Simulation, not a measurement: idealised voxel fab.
You're looking at the process module voxel self aligned contacts.
Cross-section cut spans 185 nm and uses square cells 5 nm in size.
How to read a cross-section here: the picture is a grid of square cells, written as bands going from the top down, and any band can span one or more rows of cells.
Top, bottom (nm), then materials left to right with widths (nm); lone material tagged "everywhere" fills the whole band edge to edge; "blank" = empty space.
Height is counted from the level 0, under which the received wafer is composed throughout of one material. The lowest of the bands is not closed at the bottom but continues downward, in the notation "0 and below".
The width entry "30 to 40" should be interpreted row by row: the top row of cells in the band takes the first number, the bottom row takes the second number, and the change between adjacent rows is uniform throughout.
"same as before" for a step: no cell of the cross-section changed in that step.
You'll see "Enclosed void listing" listing empty spaces that have no way open to the top, as long as they're 8 cells or more; the notation is width x height at distance, where the distance is from the left edge, and all of it is in nm.
Anything after a step's settings on that line? It's the simulator's own note about the step.
For masked steps, "overlay nm" on the step line gives how far right of plan the mask actually lay; a minus sign means it lay to the left.

# Process steps - plan
| 1 | RECEIVE: material Si |
| 2 | CONFORMAL_DEP: material SiO2, thk nm 5 |
| 3 | DIRECTIONAL_DEP: material polySi, thk nm 25 |
| 4 | DIRECTIONAL_DEP: material SiN, thk nm 25 |
| 5 | DIRECTIONAL_DEP: material aC, thk nm 15 |
| 6 | PATTERN: tone cover, mask id GATE, material resist, width nm 30, pitch nm 75, thk nm 30, overlay nm 0 |
| 7 | DIRECTIONAL_ETCH: etch materials aC, depth nm 15 |
| 8 | STRIP: etch materials resist |
| 9 | DIRECTIONAL_ETCH: etch materials SiN, depth nm 25 |
| 10 | DIRECTIONAL_ETCH: etch materials polySi, depth nm 25 |
| 11 | STRIP: etch materials aC |
| 12 | CONFORMAL_DEP: material SiN, thk nm 10 |
| 13 | DIRECTIONAL_ETCH: etch materials SiN, depth nm 10 |
| 14 | FILL_DEP: material SiO2, thk nm 15 |
| 15 | CMP: height nm 60 |
| 16 | MASKED_ETCH: tone open, mask id CONTACT, width nm 55, etch materials SiO2, depth nm 60, overlay nm 0 |
| 17 | CONFORMAL_DEP: material TiN, thk nm 5 |
| 18 | FILL_DEP: material Ru, thk nm 10 |
| 19 | CMP: height nm 60 |
| 20 | CONFORMAL_DEP: material SiCN, thk nm 5 |
Wafers differ in thk nm at step 2; plan lists the first wafer's value; identical starting state.

# After step 1, as received: first of several wafers, cross-section
0 and below = Si everywhere
Enclosed void listing: none

# Cross-section after step 20, the final step of the module, for the first of several wafers
65 down to 60 = SiCN everywhere
60 down to 55 = SiO2: 65; TiN: 20; Ru: 15; TiN: 20; SiO2: 65
55 down to 30 = SiO2: 30; SiN: 50; TiN: 5; Ru: 15; TiN: 5; SiN: 50; SiO2: 30
30 down to 5 = SiO2: 30; SiN: 10; polySi: 30; SiN: 10; TiN: 5; Ru: 15; TiN: 5; SiN: 10; polySi: 30; SiN: 10; SiO2: 30
5 down to 0 = SiO2: 80; TiN: 25; SiO2: 80
0 and below = Si everywhere
Enclosed void listing: none

# Cross-section, last wafer, module completion
65 down to 60 = SiCN everywhere
60 down to 45 = SiO2: 30; SiN: 50; TiN: 5; Ru: 15; TiN: 5; SiN: 50; SiO2: 30
45 down to 20 = SiO2: 30; SiN: 10; polySi: 30; SiN: 10; TiN: 5; Ru: 15; TiN: 5; SiN: 10; polySi: 30; SiN: 10; SiO2: 30
20 down to 5 = SiO2: 80; TiN: 5; Ru: 15; TiN: 5; SiO2: 80
5 down to 0 = SiO2: 80; TiN: 25; SiO2: 80
0 and below = Si everywhere
Enclosed void listing: none

# wafer rows; end of module; cells per material since receipt: (+) gained, (-) lost; then closed voids
thk nm 5; +33 Ru; +37 SiCN; +140 SiN; +178 SiO2; +33 TiN; +60 polySi; Enclosed void listing: none
thk nm 10; +33 Ru; +37 SiCN; +140 SiN; +184 SiO2; +27 TiN; +60 polySi; Enclosed void listing: none
thk nm 15; +33 Ru; +37 SiCN; +120 SiN; +204 SiO2; +27 TiN; +60 polySi; Enclosed void listing: none
thk nm 20; +33 Ru; +37 SiCN; +100 SiN; +224 SiO2; +27 TiN; +60 polySi; Enclosed void listing: none
